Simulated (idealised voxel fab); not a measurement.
A process module follows: voxel wiring stack.
Square cell edge 5 nm, section width 200 nm, ID cut.
Format of a cross-section: grid, square cells. Given as bands. Order: top down. Band: one or more rows of cells. First you get the band's top height and its bottom height, in nm, and then the materials it's made of, left to right, with each width in nm. If you see a single material with "throughout", that one covers the band edge to edge. "blank" is empty space. Below 0: as-received wafer, all one material; heights counted from there. Lowest band: no bottom, goes on down, written "top 0, no bottom". Graded width ("30->40"): value in top row of band = first number; value in bottom row = second number; row-to-row change constant. For the purposes of this document, the phrase "changes: none" attached to a step denotes that no cell within the cross-section was modified by that step. Each empty space that has no open way to the top and spans at least 8 cells appears under "Voids, sealed" as width x height at distance, the distance counted from the left edge, all in nm. If you see something after the settings on a step's line, that's the simulator's own remark about that step. Regarding "overlay nm": on a step with a mask, it is the distance the mask lay to the right of its planned place; a negative value places it to the left.

This section lists the process steps that were planned
| 1 | RECEIVE with material Si |
| 2 | CONFORMAL_DEP with material SiO2, thk nm 15 |
| 3 | CONFORMAL_DEP with material SiCN, thk nm 5 |
| 4 | DIRECTIONAL_DEP with material lowk, thk nm 20 |
| 5 | DIRECTIONAL_DEP with material aC, thk nm 10 |
| 6 | PATTERN with tone open, mask id METAL_1, material resist, width nm 25, pitch nm 40, thk nm 25, overlay nm 0 |
| 7 | DIRECTIONAL_ETCH with etch materials aC, depth nm 10 |
| 8 | STRIP with etch materials resist |
| 9 | DIRECTIONAL_ETCH with etch materials lowk, depth nm 20 |
| 10 | DIRECTIONAL_ETCH with etch materials SiCN, depth nm 5 |
| 11 | STRIP with etch materials aC |
| 12 | CONFORMAL_DEP with material TiN, thk nm 5 |
| 13 | FILL_DEP with material Ru, thk nm 10 |
| 14 | CMP with height nm 40 |
| 15 | CONFORMAL_DEP with material SiCN, thk nm 5 |
| 16 | DIRECTIONAL_DEP with material lowk, thk nm 35 |
| 17 | DIRECTIONAL_DEP with material aC, thk nm 15 |
| 18 | PATTERN with tone open, mask id METAL_2_HOLES, material resist, width nm 15, pitch nm 40, thk nm 30, overlay nm 0 |
| 19 | DIRECTIONAL_ETCH with etch materials aC, depth nm 15 |
| 20 | STRIP with etch materials resist |
| 21 | DIRECTIONAL_ETCH with etch materials lowk, depth nm 35 |
| 22 | STRIP with etch materials aC |
| 23 | DIRECTIONAL_DEP with material aC, thk nm 10 |
| 24 | PATTERN with tone open, mask id METAL_2, material resist, width nm 25, pitch nm 40, thk nm 25, overlay nm 0 |
| 25 | DIRECTIONAL_ETCH with etch materials aC, depth nm 10 |
| 26 | STRIP with etch materials resist |
| 27 | DIRECTIONAL_ETCH with etch materials lowk, depth nm 20 |
| 28 | DIRECTIONAL_ETCH with etch materials SiCN, depth nm 5 |
| 29 | STRIP with etch materials aC |
| 30 | CONFORMAL_DEP with material TiN, thk nm 5 |
| 31 | FILL_DEP with material Cu, thk nm 5 |
| 32 | CMP with height nm 80 |
| 33 | CONFORMAL_DEP with material SiCN, thk nm 5 |
| 34 | DIRECTIONAL_DEP with material lowk, thk nm 10 |
| 35 | MASKED_ETCH with tone open, mask id PLUG_2, width nm 15, pitch nm 80, etch materials lowk, depth nm 10, overlay nm 0 |
| 36 | MASKED_ETCH with tone open, mask id PLUG_2, width nm 15, pitch nm 80, etch materials SiCN, depth nm 5, overlay nm 0 |
| 37 | CONFORMAL_DEP with material TiN, thk nm 5 |
| 38 | FILL_DEP with material W, thk nm 10 |
| 39 | CMP with height nm 95 |
| 40 | DIRECTIONAL_DEP with material TiN, thk nm 5 |
| 41 | DIRECTIONAL_DEP with material Ru, thk nm 25 |
| 42 | PATTERN with tone cover, mask id METAL_3, material resist, width nm 25, pitch nm 40, thk nm 20, overlay nm 0 |
| 43 | DIRECTIONAL_ETCH with etch materials Ru, depth nm 25 |
| 44 | DIRECTIONAL_ETCH with etch materials TiN, depth nm 5 |
| 45 | STRIP with etch materials resist |
| 46 | FILL_DEP with material lowk, thk nm 10 |
| 47 | CMP with height nm 125 |
| 48 | CONFORMAL_DEP with material SiCN, thk nm 5 |

Wafer, first of two, run as planned

As-received wafer cross-section (after step 1)
- top 0, no bottom: Si throughout
- Voids, sealed: none

after step 2
- top 15, bottom 0: SiO2 throughout
- Note: structure below 0 unchanged.

after step 3
- top 20, bottom 15: SiCN throughout
- Note: structure below 15 unchanged.

after step 4
- top 40, bottom 20: lowk throughout
- Note: structure below 20 unchanged.

after step 5
- top 50, bottom 40: aC throughout
- Note: structure below 40 unchanged.

after step 6
- top 75, bottom 50: resist=25; blank=25; resist=15; blank=25; resist=15; blank=25; resist=15; blank=25; resist=30
- Note: structure below 50 unchanged.

after step 7
- top 65, bottom 50: resist=25; blank=25; resist=15; blank=25; resist=15; blank=25; resist=15; blank=25; resist=30
- top 50, bottom 40: aC=25; blank=25; aC=15; blank=25; aC=15; blank=25; aC=15; blank=25; aC=30
- Note: structure below 40 unchanged.

after step 8
- top 50, bottom 40: aC=25; blank=25; aC=15; blank=25; aC=15; blank=25; aC=15; blank=25; aC=30
- Note: structure below 40 unchanged.

after step 9
- top 50, bottom 40: aC=25; blank=25; aC=15; blank=25; aC=15; blank=25; aC=15; blank=25; aC=30
- top 40, bottom 20: lowk=25; blank=25; lowk=15; blank=25; lowk=15; blank=25; lowk=15; blank=25; lowk=30
- Note: structure below 20 unchanged.

after step 10
- top 50, bottom 40: aC=25; blank=25; aC=15; blank=25; aC=15; blank=25; aC=15; blank=25; aC=30
- top 40, bottom 20: lowk=25; blank=25; lowk=15; blank=25; lowk=15; blank=25; lowk=15; blank=25; lowk=30
- top 20, bottom 15: SiCN=25; blank=25; SiCN=15; blank=25; SiCN=15; blank=25; SiCN=15; blank=25; SiCN=30
- Note: structure below 15 unchanged.

after step 11
- top 40, bottom 20: lowk=25; blank=25; lowk=15; blank=25; lowk=15; blank=25; lowk=15; blank=25; lowk=30
- Note: structure below 20 unchanged.

after step 12
- top 45, bottom 40: TiN=30; blank=15; TiN=25; blank=15; TiN=25; blank=15; TiN=25; blank=15; TiN=35
- top 40, bottom 20: lowk=25; TiN=5; blank=15; TiN=5; lowk=15; TiN=5; blank=15; TiN=5; lowk=15; TiN=5; blank=15; TiN=5; lowk=15; TiN=5; blank=15; TiN=5; lowk=30
- top 20, bottom 15: SiCN=25; TiN=25; SiCN=15; TiN=25; SiCN=15; TiN=25; SiCN=15; TiN=25; SiCN=30
- Note: structure below 15 unchanged.

after step 13
- top 55, bottom 45: Ru throughout
- top 45, bottom 40: TiN=30; Ru=15; TiN=25; Ru=15; TiN=25; Ru=15; TiN=25; Ru=15; TiN=35
- top 40, bottom 20: lowk=25; TiN=5; Ru=15; TiN=5; lowk=15; TiN=5; Ru=15; TiN=5; lowk=15; TiN=5; Ru=15; TiN=5; lowk=15; TiN=5; Ru=15; TiN=5; lowk=30
- Note: structure below 20 unchanged.

after step 14
- top 40, bottom 20: lowk=25; TiN=5; Ru=15; TiN=5; lowk=15; TiN=5; Ru=15; TiN=5; lowk=15; TiN=5; Ru=15; TiN=5; lowk=15; TiN=5; Ru=15; TiN=5; lowk=30
- Note: structure below 20 unchanged.

after step 15
- top 45, bottom 40: SiCN throughout
- Note: structure below 40 unchanged.

after step 16
- top 80, bottom 45: lowk throughout
- Note: structure below 45 unchanged.

after step 17
- top 95, bottom 80: aC throughout
- Note: structure below 80 unchanged.

after step 18
- top 125, bottom 95: resist=25; blank=15; resist=25; blank=15; resist=25; blank=15; resist=25; blank=15; resist=40
- Note: structure below 95 unchanged.

after step 19
- top 110, bottom 95: resist=25; blank=15; resist=25; blank=15; resist=25; blank=15; resist=25; blank=15; resist=40
- top 95, bottom 80: aC=25; blank=15; aC=25; blank=15; aC=25; blank=15; aC=25; blank=15; aC=40
- Note: structure below 80 unchanged.

after step 20
- top 95, bottom 80: aC=25; blank=15; aC=25; blank=15; aC=25; blank=15; aC=25; blank=15; aC=40
- Note: structure below 80 unchanged.

after step 21
- top 95, bottom 80: aC=25; blank=15; aC=25; blank=15; aC=25; blank=15; aC=25; blank=15; aC=40
- top 80, bottom 45: lowk=25; blank=15; lowk=25; blank=15; lowk=25; blank=15; lowk=25; blank=15; lowk=40
- Note: structure below 45 unchanged.

after step 22
- top 80, bottom 45: lowk=25; blank=15; lowk=25; blank=15; lowk=25; blank=15; lowk=25; blank=15; lowk=40
- Note: structure below 45 unchanged.

after step 23
- top 90, bottom 80: aC=25; blank=15; aC=25; blank=15; aC=25; blank=15; aC=25; blank=15; aC=40
- top 80, bottom 55: lowk=25; blank=15; lowk=25; blank=15; lowk=25; blank=15; lowk=25; blank=15; lowk=40
- top 55, bottom 45: lowk=25; aC=15; lowk=25; aC=15; lowk=25; aC=15; lowk=25; aC=15; lowk=40
- Note: structure below 45 unchanged.

after step 24
- top 115, bottom 90: resist=25; blank=25; resist=15; blank=25; resist=15; blank=25; resist=15; blank=25; resist=30
- Note: structure below 90 unchanged.

after step 25
- top 105, bottom 90: resist=25; blank=25; resist=15; blank=25; resist=15; blank=25; resist=15; blank=25; resist=30
- top 90, bottom 80: aC=25; blank=25; aC=15; blank=25; aC=15; blank=25; aC=15; blank=25; aC=30
- top 80, bottom 45: lowk=25; blank=15; lowk=25; blank=15; lowk=25; blank=15; lowk=25; blank=15; lowk=40
- Note: structure below 45 unchanged.

after step 26
- top 90, bottom 80: aC=25; blank=25; aC=15; blank=25; aC=15; blank=25; aC=15; blank=25; aC=30
- Note: structure below 80 unchanged.

after step 27
- top 90, bottom 80: aC=25; blank=25; aC=15; blank=25; aC=15; blank=25; aC=15; blank=25; aC=30
- top 80, bottom 60: lowk=25; blank=25; lowk=15; blank=25; lowk=15; blank=25; lowk=15; blank=25; lowk=30
- Note: structure below 60 unchanged.

after step 28
- top 90, bottom 80: aC=25; blank=25; aC=15; blank=25; aC=15; blank=25; aC=15; blank=25; aC=30
- top 80, bottom 60: lowk=25; blank=25; lowk=15; blank=25; lowk=15; blank=25; lowk=15; blank=25; lowk=30
- top 60, bottom 45: lowk=25; blank=15; lowk=25; blank=15; lowk=25; blank=15; lowk=25; blank=15; lowk=40
- top 45, bottom 40: SiCN=25; blank=15; SiCN=25; blank=15; SiCN=25; blank=15; SiCN=25; blank=15; SiCN=40
- Note: structure below 40 unchanged.

after step 29
- top 80, bottom 60: lowk=25; blank=25; lowk=15; blank=25; lowk=15; blank=25; lowk=15; blank=25; lowk=30
- Note: structure below 60 unchanged.

after step 30
- top 85, bottom 80: TiN=30; blank=15; TiN=25; blank=15; TiN=25; blank=15; TiN=25; blank=15; TiN=35
- top 80, bottom 65: lowk=25; TiN=5; blank=15; TiN=5; lowk=15; TiN=5; blank=15; TiN=5; lowk=15; TiN=5; blank=15; TiN=5; lowk=15; TiN=5; blank=15; TiN=5; lowk=30
- top 65, bottom 60: lowk=25; TiN=5; blank=5; TiN=15; lowk=15; TiN=5; blank=5; TiN=15; lowk=15; TiN=5; blank=5; TiN=15; lowk=15; TiN=5; blank=5; TiN=15; lowk=30
- top 60, bottom 45: lowk=25; TiN=5; blank=5; TiN=5; lowk=25; TiN=5; blank=5; TiN=5; lowk=25; TiN=5; blank=5; TiN=5; lowk=25; TiN=5; blank=5; TiN=5; lowk=40
- top 45, bottom 40: SiCN=25; TiN=15; SiCN=25; TiN=15; SiCN=25; TiN=15; SiCN=25; TiN=15; SiCN=40
- Note: structure below 40 unchanged.

after step 31
- top 90, bottom 85: Cu throughout
- top 85, bottom 80: TiN=30; Cu=15; TiN=25; Cu=15; TiN=25; Cu=15; TiN=25; Cu=15; TiN=35
- top 80, bottom 65: lowk=25; TiN=5; Cu=15; TiN=5; lowk=15; TiN=5; Cu=15; TiN=5; lowk=15; TiN=5; Cu=15; TiN=5; lowk=15; TiN=5; Cu=15; TiN=5; lowk=30
- top 65, bottom 60: lowk=25; TiN=5; Cu=5; TiN=15; lowk=15; TiN=5; Cu=5; TiN=15; lowk=15; TiN=5; Cu=5; TiN=15; lowk=15; TiN=5; Cu=5; TiN=15; lowk=30
- top 60, bottom 45: lowk=25; TiN=5; Cu=5; TiN=5; lowk=25; TiN=5; Cu=5; TiN=5; lowk=25; TiN=5; Cu=5; TiN=5; lowk=25; TiN=5; Cu=5; TiN=5; lowk=40
- Note: structure below 45 unchanged.

after step 32
- top 80, bottom 65: lowk=25; TiN=5; Cu=15; TiN=5; lowk=15; TiN=5; Cu=15; TiN=5; lowk=15; TiN=5; Cu=15; TiN=5; lowk=15; TiN=5; Cu=15; TiN=5; lowk=30
- Note: structure below 65 unchanged.

after step 33
- top 85, bottom 80: SiCN throughout
- Note: structure below 80 unchanged.

after step 34
- top 95, bottom 85: lowk throughout
- Note: structure below 85 unchanged.

after step 35
- top 95, bottom 85: lowk=25; blank=15; lowk=65; blank=15; lowk=80
- Note: structure below 85 unchanged.

after step 36
- top 95, bottom 85: lowk=25; blank=15; lowk=65; blank=15; lowk=80
- top 85, bottom 80: SiCN=25; blank=15; SiCN=65; blank=15; SiCN=80
- Note: structure below 80 unchanged.

after step 37
- top 100, bottom 95: TiN=30; blank=5; TiN=75; blank=5; TiN=85
- top 95, bottom 85: lowk=25; TiN=5; blank=5; TiN=5; lowk=65; TiN=5; blank=5; TiN=5; lowk=80
- top 85, bottom 80: SiCN=25; TiN=15; SiCN=65; TiN=15; SiCN=80
- Note: structure below 80 unchanged.

after step 38
- top 110, bottom 100: W throughout
- top 100, bottom 95: TiN=30; W=5; TiN=75; W=5; TiN=85
- top 95, bottom 85: lowk=25; TiN=5; W=5; TiN=5; lowk=65; TiN=5; W=5; TiN=5; lowk=80
- Note: structure below 85 unchanged.

after step 39
- top 95, bottom 85: lowk=25; TiN=5; W=5; TiN=5; lowk=65; TiN=5; W=5; TiN=5; lowk=80
- Note: structure below 85 unchanged.

after step 40
- top 100, bottom 95: TiN throughout
- Note: structure below 95 unchanged.

after step 41
- top 125, bottom 100: Ru throughout
- Note: structure below 100 unchanged.

after step 42
- top 145, bottom 125: blank=25; resist=25; blank=15; resist=25; blank=15; resist=25; blank=15; resist=25; blank=30
- Note: structure below 125 unchanged.

after step 43
- top 145, bottom 125: blank=25; resist=25; blank=15; resist=25; blank=15; resist=25; blank=15; resist=25; blank=30
- top 125, bottom 100: blank=25; Ru=25; blank=15; Ru=25; blank=15; Ru=25; blank=15; Ru=25; blank=30
- Note: structure below 100 unchanged.

after step 44
- top 145, bottom 125: blank=25; resist=25; blank=15; resist=25; blank=15; resist=25; blank=15; resist=25; blank=30
- top 125, bottom 100: blank=25; Ru=25; blank=15; Ru=25; blank=15; Ru=25; blank=15; Ru=25; blank=30
- top 100, bottom 95: blank=25; TiN=25; blank=15; TiN=25; blank=15; TiN=25; blank=15; TiN=25; blank=30
- Note: structure below 95 unchanged.

after step 45
- top 125, bottom 100: blank=25; Ru=25; blank=15; Ru=25; blank=15; Ru=25; blank=15; Ru=25; blank=30
- Note: structure below 100 unchanged.

after step 46
- top 135, bottom 125: lowk throughout
- top 125, bottom 100: lowk=25; Ru=25; lowk=15; Ru=25; lowk=15; Ru=25; lowk=15; Ru=25; lowk=30
- top 100, bottom 95: lowk=25; TiN=25; lowk=15; TiN=25; lowk=15; TiN=25; lowk=15; TiN=25; lowk=30
- Note: structure below 95 unchanged.

after step 47
- top 125, bottom 100: lowk=25; Ru=25; lowk=15; Ru=25; lowk=15; Ru=25; lowk=15; Ru=25; lowk=30
- Note: structure below 100 unchanged.

after step 48
- top 130, bottom 125: SiCN throughout
- Note: structure below 125 unchanged.

Wafer two: like wafer one in start and plan, but with one mistake in execution; identical up to and including step 3

Cross-sectional representation of the second wafer at the time designated in the plan for the completion of step 4
- top 40, bottom 15: SiCN throughout
- Note: structure below 15 unchanged.

Cross-sectional representation of the second wafer at the time designated in the plan for the completion of step 5
- top 50, bottom 40: aC throughout
- Note: structure below 40 unchanged.

Cross-sectional representation of the second wafer at the time designated in the plan for the completion of step 6
- top 75, bottom 50: resist=25; blank=25; resist=15; blank=25; resist=15; blank=25; resist=15; blank=25; resist=30
- Note: structure below 50 unchanged.

Cross-sectional representation of the second wafer at the time designated in the plan for the completion of step 7
- top 65, bottom 50: resist=25; blank=25; resist=15; blank=25; resist=15; blank=25; resist=15; blank=25; resist=30
- top 50, bottom 40: aC=25; blank=25; aC=15; blank=25; aC=15; blank=25; aC=15; blank=25; aC=30
- Note: structure below 40 unchanged.

Cross-sectional representation of the second wafer at the time designated in the plan for the completion of step 8
- top 50, bottom 40: aC=25; blank=25; aC=15; blank=25; aC=15; blank=25; aC=15; blank=25; aC=30
- Note: structure below 40 unchanged.

Cross-sectional representation of the second wafer at the time designated in the plan for the completion of step 9: changes: none

Cross-sectional representation of the second wafer at the time designated in the plan for the completion of step 10
- top 50, bottom 40: aC=25; blank=25; aC=15; blank=25; aC=15; blank=25; aC=15; blank=25; aC=30
- top 40, bottom 35: SiCN=25; blank=25; SiCN=15; blank=25; SiCN=15; blank=25; SiCN=15; blank=25; SiCN=30
- Note: structure below 35 unchanged.

Cross-sectional representation of the second wafer at the time designated in the plan for the completion of step 11
- top 40, bottom 35: SiCN=25; blank=25; SiCN=15; blank=25; SiCN=15; blank=25; SiCN=15; blank=25; SiCN=30
- Note: structure below 35 unchanged.

Cross-sectional representation of the second wafer at the time designated in the plan for the completion of step 12
- top 45, bottom 40: TiN=30; blank=15; TiN=25; blank=15; TiN=25; blank=15; TiN=25; blank=15; TiN=35
- top 40, bottom 35: SiCN=25; TiN=25; SiCN=15; TiN=25; SiCN=15; TiN=25; SiCN=15; TiN=25; SiCN=30
- Note: structure below 35 unchanged.

Cross-sectional representation of the second wafer at the time designated in the plan for the completion of step 13
- top 55, bottom 45: Ru throughout
- top 45, bottom 40: TiN=30; Ru=15; TiN=25; Ru=15; TiN=25; Ru=15; TiN=25; Ru=15; TiN=35
- Note: structure below 40 unchanged.

Cross-sectional representation of the second wafer at the time designated in the plan for the completion of step 14
- top 40, bottom 35: SiCN=25; TiN=25; SiCN=15; TiN=25; SiCN=15; TiN=25; SiCN=15; TiN=25; SiCN=30
- Note: structure below 35 unchanged.

Cross-sectional representation of the second wafer at the time designated in the plan for the completion of step 15
- top 45, bottom 40: SiCN throughout
- Note: structure below 40 unchanged.

Cross-sectional representation of the second wafer at the time designated in the plan for the completion of step 16
- top 80, bottom 45: lowk throughout
- Note: structure below 45 unchanged.

Cross-sectional representation of the second wafer at the time designated in the plan for the completion of step 17
- top 95, bottom 80: aC throughout
- Note: structure below 80 unchanged.

Cross-sectional representation of the second wafer at the time designated in the plan for the completion of step 18
- top 125, bottom 95: resist=25; blank=15; resist=25; blank=15; resist=25; blank=15; resist=25; blank=15; resist=40
- Note: structure below 95 unchanged.

Cross-sectional representation of the second wafer at the time designated in the plan for the completion of step 19
- top 110, bottom 95: resist=25; blank=15; resist=25; blank=15; resist=25; blank=15; resist=25; blank=15; resist=40
- top 95, bottom 80: aC=25; blank=15; aC=25; blank=15; aC=25; blank=15; aC=25; blank=15; aC=40
- Note: structure below 80 unchanged.

Cross-sectional representation of the second wafer at the time designated in the plan for the completion of step 20
- top 95, bottom 80: aC=25; blank=15; aC=25; blank=15; aC=25; blank=15; aC=25; blank=15; aC=40
- Note: structure below 80 unchanged.

Cross-sectional representation of the second wafer at the time designated in the plan for the completion of step 21
- top 95, bottom 80: aC=25; blank=15; aC=25; blank=15; aC=25; blank=15; aC=25; blank=15; aC=40
- top 80, bottom 45: lowk=25; blank=15; lowk=25; blank=15; lowk=25; blank=15; lowk=25; blank=15; lowk=40
- Note: structure below 45 unchanged.

Cross-sectional representation of the second wafer at the time designated in the plan for the completion of step 22
- top 80, bottom 45: lowk=25; blank=15; lowk=25; blank=15; lowk=25; blank=15; lowk=25; blank=15; lowk=40
- Note: structure below 45 unchanged.

Cross-sectional representation of the second wafer at the time designated in the plan for the completion of step 23
- top 90, bottom 80: aC=25; blank=15; aC=25; blank=15; aC=25; blank=15; aC=25; blank=15; aC=40
- top 80, bottom 55: lowk=25; blank=15; lowk=25; blank=15; lowk=25; blank=15; lowk=25; blank=15; lowk=40
- top 55, bottom 45: lowk=25; aC=15; lowk=25; aC=15; lowk=25; aC=15; lowk=25; aC=15; lowk=40
- Note: structure below 45 unchanged.

Cross-sectional representation of the second wafer at the time designated in the plan for the completion of step 24
- top 115, bottom 90: resist=25; blank=25; resist=15; blank=25; resist=15; blank=25; resist=15; blank=25; resist=30
- Note: structure below 90 unchanged.

Cross-sectional representation of the second wafer at the time designated in the plan for the completion of step 25
- top 105, bottom 90: resist=25; blank=25; resist=15; blank=25; resist=15; blank=25; resist=15; blank=25; resist=30
- top 90, bottom 80: aC=25; blank=25; aC=15; blank=25; aC=15; blank=25; aC=15; blank=25; aC=30
- top 80, bottom 45: lowk=25; blank=15; lowk=25; blank=15; lowk=25; blank=15; lowk=25; blank=15; lowk=40
- Note: structure below 45 unchanged.

Cross-sectional representation of the second wafer at the time designated in the plan for the completion of step 26
- top 90, bottom 80: aC=25; blank=25; aC=15; blank=25; aC=15; blank=25; aC=15; blank=25; aC=30
- Note: structure below 80 unchanged.

Cross-sectional representation of the second wafer at the time designated in the plan for the completion of step 27
- top 90, bottom 80: aC=25; blank=25; aC=15; blank=25; aC=15; blank=25; aC=15; blank=25; aC=30
- top 80, bottom 60: lowk=25; blank=25; lowk=15; blank=25; lowk=15; blank=25; lowk=15; blank=25; lowk=30
- Note: structure below 60 unchanged.

Cross-sectional representation of the second wafer at the time designated in the plan for the completion of step 28
- top 90, bottom 80: aC=25; blank=25; aC=15; blank=25; aC=15; blank=25; aC=15; blank=25; aC=30
- top 80, bottom 60: lowk=25; blank=25; lowk=15; blank=25; lowk=15; blank=25; lowk=15; blank=25; lowk=30
- top 60, bottom 45: lowk=25; blank=15; lowk=25; blank=15; lowk=25; blank=15; lowk=25; blank=15; lowk=40
- top 45, bottom 40: SiCN=25; blank=15; SiCN=25; blank=15; SiCN=25; blank=15; SiCN=25; blank=15; SiCN=40
- Note: structure below 40 unchanged.

Cross-sectional representation of the second wafer at the time designated in the plan for the completion of step 29
- top 80, bottom 60: lowk=25; blank=25; lowk=15; blank=25; lowk=15; blank=25; lowk=15; blank=25; lowk=30
- Note: structure below 60 unchanged.

Cross-sectional representation of the second wafer at the time designated in the plan for the completion of step 30
- top 85, bottom 80: TiN=30; blank=15; TiN=25; blank=15; TiN=25; blank=15; TiN=25; blank=15; TiN=35
- top 80, bottom 65: lowk=25; TiN=5; blank=15; TiN=5; lowk=15; TiN=5; blank=15; TiN=5; lowk=15; TiN=5; blank=15; TiN=5; lowk=15; TiN=5; blank=15; TiN=5; lowk=30
- top 65, bottom 60: lowk=25; TiN=5; blank=5; TiN=15; lowk=15; TiN=5; blank=5; TiN=15; lowk=15; TiN=5; blank=5; TiN=15; lowk=15; TiN=5; blank=5; TiN=15; lowk=30
- top 60, bottom 45: lowk=25; TiN=5; blank=5; TiN=5; lowk=25; TiN=5; blank=5; TiN=5; lowk=25; TiN=5; blank=5; TiN=5; lowk=25; TiN=5; blank=5; TiN=5; lowk=40
- top 45, bottom 35: SiCN=25; TiN=15->25; SiCN=25->15; TiN=15->25; SiCN=25->15; TiN=15->25; SiCN=25->15; TiN=15->25; SiCN=40->30
- Note: structure below 35 unchanged.

Cross-sectional representation of the second wafer at the time designated in the plan for the completion of step 31
- top 90, bottom 85: Cu throughout
- top 85, bottom 80: TiN=30; Cu=15; TiN=25; Cu=15; TiN=25; Cu=15; TiN=25; Cu=15; TiN=35
- top 80, bottom 65: lowk=25; TiN=5; Cu=15; TiN=5; lowk=15; TiN=5; Cu=15; TiN=5; lowk=15; TiN=5; Cu=15; TiN=5; lowk=15; TiN=5; Cu=15; TiN=5; lowk=30
- top 65, bottom 60: lowk=25; TiN=5; Cu=5; TiN=15; lowk=15; TiN=5; Cu=5; TiN=15; lowk=15; TiN=5; Cu=5; TiN=15; lowk=15; TiN=5; Cu=5; TiN=15; lowk=30
- top 60, bottom 45: lowk=25; TiN=5; Cu=5; TiN=5; lowk=25; TiN=5; Cu=5; TiN=5; lowk=25; TiN=5; Cu=5; TiN=5; lowk=25; TiN=5; Cu=5; TiN=5; lowk=40
- Note: structure below 45 unchanged.

Cross-sectional representation of the second wafer at the time designated in the plan for the completion of step 32
- top 80, bottom 65: lowk=25; TiN=5; Cu=15; TiN=5; lowk=15; TiN=5; Cu=15; TiN=5; lowk=15; TiN=5; Cu=15; TiN=5; lowk=15; TiN=5; Cu=15; TiN=5; lowk=30
- Note: structure below 65 unchanged.

Cross-sectional representation of the second wafer at the time designated in the plan for the completion of step 33
- top 85, bottom 80: SiCN throughout
- Note: structure below 80 unchanged.

Cross-sectional representation of the second wafer at the time designated in the plan for the completion of step 34
- top 95, bottom 85: lowk throughout
- Note: structure below 85 unchanged.

Cross-sectional representation of the second wafer at the time designated in the plan for the completion of step 35
- top 95, bottom 85: lowk=25; blank=15; lowk=65; blank=15; lowk=80
- Note: structure below 85 unchanged.

Cross-sectional representation of the second wafer at the time designated in the plan for the completion of step 36
- top 95, bottom 85: lowk=25; blank=15; lowk=65; blank=15; lowk=80
- top 85, bottom 80: SiCN=25; blank=15; SiCN=65; blank=15; SiCN=80
- Note: structure below 80 unchanged.

Cross-sectional representation of the second wafer at the time designated in the plan for the completion of step 37
- top 100, bottom 95: TiN=30; blank=5; TiN=75; blank=5; TiN=85
- top 95, bottom 85: lowk=25; TiN=5; blank=5; TiN=5; lowk=65; TiN=5; blank=5; TiN=5; lowk=80
- top 85, bottom 80: SiCN=25; TiN=15; SiCN=65; TiN=15; SiCN=80
- Note: structure below 80 unchanged.

Cross-sectional representation of the second wafer at the time designated in the plan for the completion of step 38
- top 110, bottom 100: W throughout
- top 100, bottom 95: TiN=30; W=5; TiN=75; W=5; TiN=85
- top 95, bottom 85: lowk=25; TiN=5; W=5; TiN=5; lowk=65; TiN=5; W=5; TiN=5; lowk=80
- Note: structure below 85 unchanged.

Cross-sectional representation of the second wafer at the time designated in the plan for the completion of step 39
- top 95, bottom 85: lowk=25; TiN=5; W=5; TiN=5; lowk=65; TiN=5; W=5; TiN=5; lowk=80
- Note: structure below 85 unchanged.

Cross-sectional representation of the second wafer at the time designated in the plan for the completion of step 40
- top 100, bottom 95: TiN throughout
- Note: structure below 95 unchanged.

Cross-sectional representation of the second wafer at the time designated in the plan for the completion of step 41
- top 125, bottom 100: Ru throughout
- Note: structure below 100 unchanged.

Cross-sectional representation of the second wafer at the time designated in the plan for the completion of step 42
- top 145, bottom 125: blank=25; resist=25; blank=15; resist=25; blank=15; resist=25; blank=15; resist=25; blank=30
- Note: structure below 125 unchanged.

Cross-sectional representation of the second wafer at the time designated in the plan for the completion of step 43
- top 145, bottom 125: blank=25; resist=25; blank=15; resist=25; blank=15; resist=25; blank=15; resist=25; blank=30
- top 125, bottom 100: blank=25; Ru=25; blank=15; Ru=25; blank=15; Ru=25; blank=15; Ru=25; blank=30
- Note: structure below 100 unchanged.

Cross-sectional representation of the second wafer at the time designated in the plan for the completion of step 44
- top 145, bottom 125: blank=25; resist=25; blank=15; resist=25; blank=15; resist=25; blank=15; resist=25; blank=30
- top 125, bottom 100: blank=25; Ru=25; blank=15; Ru=25; blank=15; Ru=25; blank=15; Ru=25; blank=30
- top 100, bottom 95: blank=25; TiN=25; blank=15; TiN=25; blank=15; TiN=25; blank=15; TiN=25; blank=30
- Note: structure below 95 unchanged.

Cross-sectional representation of the second wafer at the time designated in the plan for the completion of step 45
- top 125, bottom 100: blank=25; Ru=25; blank=15; Ru=25; blank=15; Ru=25; blank=15; Ru=25; blank=30
- Note: structure below 100 unchanged.

Cross-sectional representation of the second wafer at the time designated in the plan for the completion of step 46
- top 135, bottom 125: lowk throughout
- top 125, bottom 100: lowk=25; Ru=25; lowk=15; Ru=25; lowk=15; Ru=25; lowk=15; Ru=25; lowk=30
- top 100, bottom 95: lowk=25; TiN=25; lowk=15; TiN=25; lowk=15; TiN=25; lowk=15; TiN=25; lowk=30
- Note: structure below 95 unchanged.

Cross-sectional representation of the second wafer at the time designated in the plan for the completion of step 47
- top 125, bottom 100: lowk=25; Ru=25; lowk=15; Ru=25; lowk=15; Ru=25; lowk=15; Ru=25; lowk=30
- Note: structure below 100 unchanged.

Cross-sectional representation of the second wafer at the time designated in the plan for the completion of step 48
- top 130, bottom 125: SiCN throughout
- Note: structure below 125 unchanged.
Heads up, the wafer didn't run the way we planned it: off-plan run, step 4, actual operation and settings DIRECTIONAL_DEP with material SiCN, thk nm 20
Wafer comparison, final, in cells, second relative to first, materials more or fewer: Ru: 48 fewer, SiCN: 160 more, TiN: 32 fewer, lowk: 80 fewer
